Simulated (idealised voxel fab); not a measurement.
Process module, titled voxel plated lines
The figure presents cross-section cut, which has a width of 260 nm and is divided into square cells with an edge length of 5 nm.
A cross-section is written here as square cells arranged in a grid, and it is given in bands from the top down, each band taking up one or more rows of cells. Heights first: top, then bottom, in nm. Then materials, left to right, each with a width in nm. "edge to edge" on a single material: fills the band edge to edge. "empty": empty space. Height datum 0, below which the as-received substrate wafer is one material. Lowest band open at the bottom, running downward: "top 0, no bottom". Width "30 to 40": first value at the band's top row of cells, second value at its bottom row, equal change from row to row. You'll sometimes find "remained the same" written for a step, and that's the way of saying that nowhere in the cross-section did a cell change during that step. Empty spaces without an open route to the top, at least 8 cells in extent, make up the entry "Enclosed void entries"; each is given as width x height at distance, where the distance is measured from the left edge, and all are in nm. after a step's settings: what the simulator itself notes on the step. overlay nm: step with mask; distance mask lay right of planned place; negative value = left of planned place.
### List of planned process steps
1) RECEIVE | material Si
2) CONFORMAL_DEP | material SiN | thk nm 15
3) DIRECTIONAL_DEP | material TiN | thk nm 5
4) PATTERN | tone open | mask id LINES | material resist | width nm 15 | pitch nm 30 | thk nm 15 | overlay nm 0
5) EPI | material Ru | thk nm 10
6) STRIP | etch materials resist
7) DIRECTIONAL_ETCH | etch materials TiN | depth nm 5
8) CONFORMAL_DEP | material SiCN | thk nm 10
### Wafer as received: cross-section following step 1
    top 0, no bottom: Si edge to edge
    Enclosed void entries: none
### Cross-section at module end, one run error; start and plan unchanged from above
    top 45, bottom 30: empty=75  SiCN=105  empty=80
    top 30, bottom 20: SiCN=90  Ru=15  SiCN=15  Ru=15  SiCN=15  Ru=15  SiCN=95
    top 20, bottom 15: SiCN=90  TiN=15  SiCN=15  TiN=15  SiCN=15  TiN=15  SiCN=95
    top 15, bottom 0: SiN edge to edge
    top 0, no bottom: Si edge to edge
    Enclosed void entries: none
Misprocessing identified: step 8 off recipe, ran as CONFORMAL_DEP | material SiCN | thk nm 15
